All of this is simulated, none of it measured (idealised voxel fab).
The process module presented herein is designated voxel gate over fins.
We display cut, a cross-section 190 nm in width whose square cells are each 5 nm.
For the purposes of this document, a cross-section shall be understood as a grid of square cells, specified as bands listed in top-to-bottom order, each band consisting of one or more rows of cells.
Band: top height; bottom height; in nm. Then, left to right: material with width in nm, for each material. "everywhere": a single material spanning edge to edge. "blank": empty space.
A quick word on heights: they are counted from 0, and under that level the wafer as it came to us is one material throughout. The lowest band is different from the rest in having no bottom; it simply continues downward, written as in "0 and below".
The width entry "30..40" should be interpreted row by row: the top row of cells in the band takes the first number, the bottom row takes the second number, and the change between adjacent rows is uniform throughout.
"nothing got changed" after a step means that no cell of the cross-section changed.
"Voids, sealed" specifies each empty space that is not open to the top and that occupies no fewer than 8 cells, using the form width x height at distance, the distance measured from the left edge and all three quantities in nm.
The remark found on a step's line after its settings is issued by the simulator itself and pertains to that step.
Among the settings permitted on a step's line is "overlay nm"; applied to a step with a mask, it specifies the extent to which the mask lay to the right of its planned position, whereas a negative figure signifies a position to the left.

THE FOLLOWING LIST GIVES THE PLANNED PROCESS STEPS
1 op RECEIVE | material Si
2 op CONFORMAL_DEP | material SiN | thk nm 5
3 op MASKED_ETCH | tone cover | mask id FINS | width nm 15 | pitch nm 50 | etch materials SiN | depth nm 5 | overlay nm 0
4 op MASKED_ETCH | tone cover | mask id FINS | width nm 15 | pitch nm 50 | etch materials Si | depth nm 30 | overlay nm 0
5 op FILL_DEP | material SiO2 | thk nm 5
6 op CMP | height nm 5
7 op DIRECTIONAL_DEP | material aC | thk nm 15
8 op PATTERN | tone open | mask id RAIL | material resist | width nm 15 | thk nm 30 | overlay nm 0
9 op DIRECTIONAL_ETCH | etch materials aC | depth nm 15
10 op STRIP | etch materials resist
11 op DIRECTIONAL_ETCH | etch materials SiO2 | depth nm 30
12 op STRIP | etch materials aC
13 op CONFORMAL_DEP | material TiN | thk nm 5
14 op FILL_DEP | material W | thk nm 5
15 op CMP | height nm 5
16 op SELECTIVE_ETCH | etch materials W Ru TiN | depth nm 25
17 op FILL_DEP | material SiO2 | thk nm 5
18 op CMP | height nm 5
19 op SELECTIVE_ETCH | etch materials SiO2 | depth nm 15
20 op STRIP | etch materials SiN
21 op CONFORMAL_DEP | material HfO2 | thk nm 5
22 op CONFORMAL_DEP | material TiN | thk nm 5
23 op FILL_DEP | material W | thk nm 15
24 op CMP | height nm 20
25 op CONFORMAL_DEP | material SiCN | thk nm 5

RECEIVED-STATE CROSS-SECTION, REFLECTING COMPLETION OF STEP 1
	0 and below: Si everywhere
	Voids, sealed: none

END-OF-MODULE CROSS-SECTION OF THE FIRST OF TWO WAFERS, PROCESSED AS PLANNED
	25 down to 20: SiCN everywhere
	20 down to 10: W everywhere
	10 down to 5: 25 W  35 TiN  15 W  35 TiN  15 W  35 TiN  30 W
	5 down to 0: 25 W  5 TiN  25 HfO2  5 TiN  15 W  5 TiN  25 HfO2  5 TiN  15 W  5 TiN  25 HfO2  5 TiN  30 W
	0 down to -5: 30 TiN  5 HfO2  15 Si  5 HfO2  25 TiN  5 HfO2  15 Si  5 HfO2  25 TiN  5 HfO2  15 Si  5 HfO2  35 TiN
	-5 down to -10: 35 HfO2  15 Si  35 HfO2  15 Si  35 HfO2  15 Si  40 HfO2
	-10 down to -20: 35 SiO2  15 Si  35 SiO2  15 Si  35 SiO2  15 Si  40 SiO2
	-20 down to -25: 35 SiO2  15 Si  10 SiO2  15 TiN  10 SiO2  15 Si  35 SiO2  15 Si  40 SiO2
	-25 down to -30: 35 SiO2  15 Si  35 SiO2  15 Si  35 SiO2  15 Si  40 SiO2
	-30 and below: Si everywhere
	Voids, sealed: none

CROSS-SECTION OF THE LATTER OF THE TWO WAFERS AT MODULE COMPLETION. IT HAD AN IDENTICAL START AND AN IDENTICAL PLAN TO THE FORMER; IN RUNNING IT, ONE MISTAKE WAS MADE
	25 down to 20: SiCN everywhere
	20 down to 10: W everywhere
	10 down to 5: 25 W  35 TiN  15 W  35 TiN  15 W  35 TiN  30 W
	5 down to 0: 25 W  5 TiN  25 HfO2  5 TiN  15 W  5 TiN  25 HfO2  5 TiN  15 W  5 TiN  25 HfO2  5 TiN  30 W
	0 down to -5: 30 TiN  5 HfO2  15 Si  5 HfO2  25 TiN  5 HfO2  15 Si  5 HfO2  25 TiN  5 HfO2  15 Si  5 HfO2  35 TiN
	-5 down to -10: 35 HfO2  15 Si  35 HfO2  15 Si  35 HfO2  15 Si  40 HfO2
	-10 down to -20: 35 SiO2  15 Si  35 SiO2  15 Si  35 SiO2  15 Si  40 SiO2
	-20 down to -25: 35 SiO2  15 Si  10 SiO2  20 TiN  5 SiO2  15 Si  35 SiO2  15 Si  40 SiO2
	-25 down to -30: 35 SiO2  15 Si  35 SiO2  15 Si  35 SiO2  15 Si  40 SiO2
	-30 and below: Si everywhere
	Voids, sealed: none
Diagnosis: step 8 did not happen as planned, as run it was op PATTERN | tone open | mask id RAIL | material resist | width nm 20 | thk nm 30 | overlay nm 0
End check, counted in cells, second wafer has more or fewer of these materials than the first: SiO2: 1 fewer, TiN: 1 more
